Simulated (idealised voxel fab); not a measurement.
You're looking at the process module voxel lift off.
We display cut, a cross-section 205 nm in width whose square cells are each 5 nm.
Cross-section format: a grid of square cells, given as bands from top to bottom; each band is one or more rows of cells.
Quick guide to a band line: top height, bottom height (nm) up front; then every material left to right with its width in nm. Only one material and it's marked "throughout"? Then it fills the band edge to edge. And "blank" just means empty space.
Height datum 0, below which the as-received substrate wafer is one material. Lowest band open at the bottom, running downward: "0 nm and below".
Top row gets the first number, bottom row gets the second, and each row in between changes by the same step: that is how a band width like "30..40" works.
Basically "nothing different" means that step didn't change any cell in the cross-section.
Listed in "Enclosed internal voids": every empty space of 8 or more cells without an open way to the top. Form: width x height at distance, the distance being from the left edge, all in nm.
Note: text after step settings on the step line = simulator remark on that step.
overlay nm: mask offset rightward from planned place, masked step; negative means leftward offset.
[Process steps (planned)]
1. RECEIVE | material Si
2. CONFORMAL_DEP | material Al2O3 | thk nm 15
3. PATTERN | tone open | mask id LINES | material resist | width nm 30 | pitch nm 55 | thk nm 25 | overlay nm -15
4. DIRECTIONAL_DEP | material Ru | thk nm 10
5. STRIP | etch materials resist
6. CONFORMAL_DEP | material SiN | thk nm 5
For clarity, it should be stated that the wafers under discussion commence in an identical condition and differ with respect to the overlay nm of step 3, the plan indicating the value that the first wafer had.
[Cross-section, first of several wafers, as delivered after step 1]
> 0 nm and below: Si throughout
> Enclosed internal voids: none
[At the end of the module, after its last step, step 6, the first of several wafers appears in cross-section as follows]
> 30 nm to 25 nm: blank: 40, then SiN: 40, then blank: 15, then SiN: 40, then blank: 70
> 25 nm to 20 nm: blank: 40, then SiN: 5, then Ru: 30, then SiN: 5, then blank: 15, then SiN: 5, then Ru: 30, then SiN: 5, then blank: 70
> 20 nm to 15 nm: SiN: 45, then Ru: 30, then SiN: 25, then Ru: 30, then SiN: 75
> 15 nm to 0 nm: Al2O3 throughout
> 0 nm and below: Si throughout
> Enclosed internal voids: none
[Cross-section, last wafer, module completion]
> 30 nm to 25 nm: blank: 70, then SiN: 40, then blank: 15, then SiN: 40, then blank: 40
> 25 nm to 20 nm: blank: 70, then SiN: 5, then Ru: 30, then SiN: 5, then blank: 15, then SiN: 5, then Ru: 30, then SiN: 5, then blank: 40
> 20 nm to 15 nm: SiN: 75, then Ru: 30, then SiN: 25, then Ru: 30, then SiN: 45
> 15 nm to 0 nm: Al2O3 throughout
> 0 nm and below: Si throughout
> Enclosed internal voids: none
[Below: a row per wafer. Contents at end of module: for every material, cells gained since receipt (+) or lost since receipt (-); then closed voids]
overlay nm -15, +123 Al2O3, +24 Ru, +49 SiN, Enclosed internal voids: none
overlay nm -10, +123 Al2O3, +24 Ru, +49 SiN, Enclosed internal voids: none
overlay nm -5, +123 Al2O3, +24 Ru, +49 SiN, Enclosed internal voids: none
overlay nm 0, +123 Al2O3, +24 Ru, +49 SiN, Enclosed internal voids: none
overlay nm 5, +123 Al2O3, +24 Ru, +49 SiN, Enclosed internal voids: none
overlay nm 10, +123 Al2O3, +24 Ru, +49 SiN, Enclosed internal voids: none
overlay nm 15, +123 Al2O3, +24 Ru, +49 SiN, Enclosed internal voids: none
